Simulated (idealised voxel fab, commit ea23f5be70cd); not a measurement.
process module | voxel spacer lines
cross-section cut | 220 nm wide | cells 5 nm
A cross-section is a grid of square cells, given in bands from the top down. A band is one or more rows of cells.
Each band's line starts with the height of the band's top and of its bottom, in nm. Then come its materials from left to right, each with its width in nm. One material with "throughout" fills the band from edge to edge. "air" is empty space.
Height 0 is the level under which the wafer as received is all one material. The lowest band goes on downwards, as in "0 down".
A width such as "30 to 40" changes by the same amount from each row of cells to the next, from the band's top row to its bottom row.
"no change" after a step means that no cell of the cross-section changed.
closed voids: empty space of 8 cells or more with no open way to the top, each as width x height at its distance from the left edge, in nm
after a step's settings: what the simulator itself notes on the step
overlay nm, on a step with a mask: how far to the right of its planned place the mask lay; to the left if negative
plan
1 op RECEIVE | material Si
2 op CONFORMAL_DEP | material Al2O3 | thk nm 5
3 op DIRECTIONAL_DEP | material polySi | thk nm 15
4 op DIRECTIONAL_DEP | material aC | thk nm 30
5 op PATTERN | tone cover | mask id MANDREL | material resist | width nm 25 | pitch nm 80 | thk nm 40 | overlay nm 0
6 op DIRECTIONAL_ETCH | etch materials aC | depth nm 30
7 op STRIP | etch materials resist
8 op CONFORMAL_DEP | material SiN | thk nm 15
9 op DIRECTIONAL_ETCH | etch materials SiN | depth nm 15
10 op STRIP | etch materials aC
11 op DIRECTIONAL_ETCH | etch materials polySi | depth nm 15
12 op STRIP | etch materials SiN
as received, after step 1
  0 down: Si throughout
  closed voids: none
first wafer at the end, as planned
  20 to 5: polySi 15 | air 25 | polySi 15 | air 25 | polySi 15 | air 25 | polySi 15 | air 25 | polySi 15 | air 25 | polySi 15 | air 5
  5 to 0: Al2O3 throughout
  0 down: Si throughout
  closed voids: none
second wafer at the end: like start, like plan, one mistake
  35 to 20: polySi 15 | air 25 | polySi 15 | air 25 | polySi 15 | air 25 | polySi 15 | air 25 | polySi 15 | air 25 | polySi 15 | air 5
  20 to 5: polySi throughout
  5 to 0: Al2O3 throughout
  0 down: Si throughout
  closed voids: none
what went wrong: step 3 was run twice
at the end the second wafer has, in cells: 132 more of polySi
